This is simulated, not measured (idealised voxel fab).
process module | voxel gate over fins
cross-section cut | 285 nm wide | cells 5 nm
A cross-section is a grid of square cells, given in bands from the top down. A band is one or more rows of cells.
Each band's line starts with the height of the band's top and of its bottom, in nm. Then come its materials from left to right, each with its width in nm. One material with "throughout" fills the band from edge to edge. "air" is empty space.
Height 0 is the level under which the wafer as received is all one material. The lowest band goes on downwards, as in "0 down".
A width such as "30 to 40" changes by the same amount from each row of cells to the next, from the band's top row to its bottom row.
"no change" after a step means that no cell of the cross-section changed.
closed voids: empty space of 8 cells or more with no open way to the top, each as width x height at its distance from the left edge, in nm
after a step's settings: what the simulator itself notes on the step
overlay nm, on a step with a mask: how far to the right of its planned place the mask lay; to the left if negative
plan
1 op RECEIVE | material Si
2 op CONFORMAL_DEP | material SiN | thk nm 5
3 op MASKED_ETCH | tone cover | mask id FINS | width nm 15 | pitch nm 55 | etch materials SiN | depth nm 5 | overlay nm 0
4 op MASKED_ETCH | tone cover | mask id FINS | width nm 15 | pitch nm 55 | etch materials Si | depth nm 40 | overlay nm 0
5 op OXIDIZE | depth nm 5
6 op FILL_DEP | material SiO2 | thk nm 15
7 op CMP | height nm 5
8 op MASKED_ETCH | tone open | mask id RAIL | width nm 15 | etch materials SiO2 | depth nm 40 | overlay nm 0
9 op CONFORMAL_DEP | material TiN | thk nm 5
10 op FILL_DEP | material W | thk nm 5
11 op CMP | height nm 5
12 op SELECTIVE_ETCH | etch materials W Ru TiN | depth nm 25
13 op FILL_DEP | material SiO2 | thk nm 5
14 op CMP | height nm 5
15 op SELECTIVE_ETCH | etch materials SiO2 | depth nm 20
16 op STRIP | etch materials SiN
17 op CONFORMAL_DEP | material HfO2 | thk nm 5
18 op CONFORMAL_DEP | material TiN | thk nm 5
19 op FILL_DEP | material W | thk nm 15
20 op CMP | height nm 20
21 op CONFORMAL_DEP | material SiCN | thk nm 5
as received, after step 1
  0 down: Si throughout
  closed voids: none
first wafer at the end, as planned
  25 to 20: SiCN throughout
  20 to 10: W throughout
  10 to 5: W 45 | TiN 25 | W 30 | TiN 25 | W 30 | TiN 25 | W 30 | TiN 25 | W 50
  5 to 0: W 45 | TiN 5 | HfO2 15 | TiN 5 | W 30 | TiN 5 | HfO2 15 | TiN 5 | W 30 | TiN 5 | HfO2 15 | TiN 5 | W 30 | TiN 5 | HfO2 15 | TiN 5 | W 50
  0 to -5: W 45 | TiN 5 | HfO2 5 | Si 5 | HfO2 5 | TiN 5 | W 30 | TiN 5 | HfO2 5 | Si 5 | HfO2 5 | TiN 5 | W 30 | TiN 5 | HfO2 5 | Si 5 | HfO2 5 | TiN 5 | W 30 | TiN 5 | HfO2 5 | Si 5 | HfO2 5 | TiN 5 | W 50
  -5 to -10: TiN 50 | HfO2 5 | Si 5 | HfO2 5 | TiN 40 | HfO2 5 | Si 5 | HfO2 5 | TiN 40 | HfO2 5 | Si 5 | HfO2 5 | TiN 40 | HfO2 5 | Si 5 | HfO2 5 | TiN 55
  -10 to -15: HfO2 55 | Si 5 | HfO2 50 | Si 5 | HfO2 50 | Si 5 | HfO2 50 | Si 5 | HfO2 60
  -15 to -20: SiO2 55 | Si 5 | SiO2 50 | Si 5 | SiO2 50 | Si 5 | SiO2 50 | Si 5 | SiO2 60
  -20 to -30: SiO2 55 | Si 5 | SiO2 15 | TiN 5 | W 5 | TiN 5 | SiO2 20 | Si 5 | SiO2 50 | Si 5 | SiO2 50 | Si 5 | SiO2 60
  -30 to -35: SiO2 55 | Si 5 | SiO2 15 | TiN 15 | SiO2 20 | Si 5 | SiO2 50 | Si 5 | SiO2 50 | Si 5 | SiO2 60
  -35 to -45: SiO2 55 | Si 5 | SiO2 50 | Si 5 | SiO2 50 | Si 5 | SiO2 50 | Si 5 | SiO2 60
  -45 down: Si throughout
  closed voids: none
second wafer at the end: like start, like plan, one mistake
  25 to 20: SiCN throughout
  20 to 10: W throughout
  10 to 5: W 45 | SiN 25 | W 30 | SiN 25 | W 30 | SiN 25 | W 30 | SiN 25 | W 50
  5 to 0: W 45 | SiN 5 | HfO2 15 | SiN 5 | W 30 | SiN 5 | HfO2 15 | SiN 5 | W 30 | SiN 5 | HfO2 15 | SiN 5 | W 30 | SiN 5 | HfO2 15 | SiN 5 | W 50
  0 to -5: W 45 | SiN 5 | HfO2 5 | Si 5 | HfO2 5 | SiN 5 | W 30 | SiN 5 | HfO2 5 | Si 5 | HfO2 5 | SiN 5 | W 30 | SiN 5 | HfO2 5 | Si 5 | HfO2 5 | SiN 5 | W 30 | SiN 5 | HfO2 5 | Si 5 | HfO2 5 | SiN 5 | W 50
  -5 to -10: SiN 50 | HfO2 5 | Si 5 | HfO2 5 | SiN 40 | HfO2 5 | Si 5 | HfO2 5 | SiN 40 | HfO2 5 | Si 5 | HfO2 5 | SiN 40 | HfO2 5 | Si 5 | HfO2 5 | SiN 55
  -10 to -15: HfO2 55 | Si 5 | HfO2 50 | Si 5 | HfO2 50 | Si 5 | HfO2 50 | Si 5 | HfO2 60
  -15 to -20: SiO2 55 | Si 5 | SiO2 50 | Si 5 | SiO2 50 | Si 5 | SiO2 50 | Si 5 | SiO2 60
  -20 to -30: SiO2 55 | Si 5 | SiO2 15 | TiN 5 | W 5 | TiN 5 | SiO2 20 | Si 5 | SiO2 50 | Si 5 | SiO2 50 | Si 5 | SiO2 60
  -30 to -35: SiO2 55 | Si 5 | SiO2 15 | TiN 15 | SiO2 20 | Si 5 | SiO2 50 | Si 5 | SiO2 50 | Si 5 | SiO2 60
  -35 to -45: SiO2 55 | Si 5 | SiO2 50 | Si 5 | SiO2 50 | Si 5 | SiO2 50 | Si 5 | SiO2 60
  -45 down: Si throughout
  closed voids: none
what went wrong: step 18 ran as: op CONFORMAL_DEP | material SiN | thk nm 5
at the end the second wafer has, in cells: 81 more of SiN | 81 fewer of TiN
